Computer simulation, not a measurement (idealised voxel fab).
Title: Process Module voxel gate over fins
We display cut, a cross-section 225 nm in width whose square cells are each 5 nm.
Throughout this document, each cross-section is represented as a grid of square cells and is presented as a sequence of bands enumerated from the top downward, where a band comprises one or more rows of cells.
A band entry consists of two parts. The first gives the height of the band's top and the height of its bottom, in nm. The rest lists the band's materials from left to right, each with its width in nm. A single material labelled with the word "full width" fills the band from edge to edge, and the word "blank" marks empty space.
The reference from which all heights are counted is 0, the level beneath which the as-received wafer is entirely one material; the lowest band, having no lower bound, proceeds downward and is written after the example "0..down".
Width "30->40": first value at the band's top row of cells, second value at its bottom row, equal change from row to row.
The designation "nothing altered", where it is given for a processing step, indicates that no cell of the cross-section was altered in the course of that step.
Each empty space that has no open way to the top and spans at least 8 cells appears under "Tabulated closed voids" as width x height at distance, the distance counted from the left edge, all in nm.
Note: text after step settings on the step line = simulator remark on that step.
When a step includes a mask, the "overlay nm" setting on its line states how far to the right of its planned place that mask lay, and negative values state how far to the left.
THE FOLLOWING LIST GIVES THE PLANNED PROCESS STEPS
1) RECEIVE,material Si
2) CONFORMAL_DEP,material SiN,thk nm 5
3) PATTERN,tone cover,mask id FINS,material resist,width nm 15,pitch nm 40,thk nm 15,overlay nm 0
4) DIRECTIONAL_ETCH,etch materials SiN,depth nm 5
5) DIRECTIONAL_ETCH,etch materials Si,depth nm 40
6) STRIP,etch materials resist
7) OXIDIZE,depth nm 5
8) FILL_DEP,material SiO2,thk nm 10
9) CMP,height nm 5
10) SELECTIVE_ETCH,etch materials SiO2,depth nm 15
11) STRIP,etch materials SiN
12) CONFORMAL_DEP,material HfO2,thk nm 5
13) CONFORMAL_DEP,material TiN,thk nm 5
14) FILL_DEP,material W,thk nm 15
15) CMP,height nm 10
16) CONFORMAL_DEP,material SiCN,thk nm 5
Same starting wafers, different height nm at step 15. Plan value belongs to the first wafer.
THIS IS HOW THE FIRST OF SEVERAL WAFERS LOOKED IN CROSS-SECTION WHEN IT ARRIVED, WHICH IS AFTER STEP 1
* 0..down = Si full width
* Tabulated closed voids: none
FOR YOUR REFERENCE, THE TABLE IS ORGANIZED WITH A ROW PER WAFER; EACH ROW REFLECTS THE WAFER AT THE END OF THE MODULE, INDICATING FOR EACH MATERIAL THE CELLS GAINED (+) OR LOST (-) SINCE RECEIPT, AND THEREAFTER ITS CLOSED VOIDS
height nm 10, +61 HfO2, -369 Si, +45 SiCN, +287 SiO2, +61 TiN, +50 W, Tabulated closed voids: none
height nm 15, +61 HfO2, -369 Si, +45 SiCN, +287 SiO2, +61 TiN, +95 W, Tabulated closed voids: none
height nm 20, +61 HfO2, -369 Si, +45 SiCN, +287 SiO2, +61 TiN, +140 W, Tabulated closed voids: none
height nm 25, +61 HfO2, -369 Si, +45 SiCN, +287 SiO2, +61 TiN, +185 W, Tabulated closed voids: none
